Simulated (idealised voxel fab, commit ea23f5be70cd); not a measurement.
process module | voxel released beams
cross-section cut | 160 nm wide | cells 5 nm
A cross-section is a grid of square cells, given in bands from the top down. A band is one or more rows of cells.
Each band's line starts with the height of the band's top and of its bottom, in nm. Then come its materials from left to right, each with its width in nm. One material with "throughout" fills the band from edge to edge. "air" is empty space.
Height 0 is the level under which the wafer as received is all one material. The lowest band goes on downwards, as in "0 down".
A width such as "30 to 40" changes by the same amount from each row of cells to the next, from the band's top row to its bottom row.
"no change" after a step means that no cell of the cross-section changed.
closed voids: empty space of 8 cells or more with no open way to the top, each as width x height at its distance from the left edge, in nm
after a step's settings: what the simulator itself notes on the step
overlay nm, on a step with a mask: how far to the right of its planned place the mask lay; to the left if negative
plan
1 op RECEIVE | material Si
2 op CONFORMAL_DEP | material SiN | thk nm 5
3 op DIRECTIONAL_DEP | material SiO2 | thk nm 20
4 op MASKED_ETCH | tone open | mask id ANCHOR | width nm 45 | etch materials SiO2 | depth nm 20 | overlay nm 0
5 op CONFORMAL_DEP | material polySi | thk nm 15
6 op MASKED_ETCH | tone cover | mask id BEAM | width nm 115 | etch materials polySi | depth nm 15 | overlay nm 0
7 op STRIP | etch materials SiO2
varied across the wafers: thk nm of step 2. The plan shows the first wafer's value. All wafers start alike
first wafer as received, after step 1
  0 down: Si throughout
  closed voids: none
first wafer at the end, after step 7
  40 to 25: air 20 | polySi 20 | air 15 | polySi 80 | air 25
  25 to 20: air 25 | polySi 15 | air 15 | polySi 15 | air 90
  20 to 5: air 25 | polySi 45 | air 90
  5 to 0: SiN throughout
  0 down: Si throughout
  closed voids: none
last wafer at the end
  55 to 40: air 20 | polySi 20 | air 15 | polySi 80 | air 25
  40 to 35: air 25 | polySi 15 | air 15 | polySi 15 | air 90
  35 to 20: air 25 | polySi 45 | air 90
  20 to 0: SiN throughout
  0 down: Si throughout
  closed voids: none
each wafer at the end: cells of each material gained (+) or lost (-) since it was received, then its closed voids
thk nm 5 | +32 SiN | +93 polySi | closed voids: none
thk nm 10 | +64 SiN | +93 polySi | closed voids: none
thk nm 15 | +96 SiN | +93 polySi | closed voids: none
thk nm 20 | +128 SiN | +93 polySi | closed voids: none
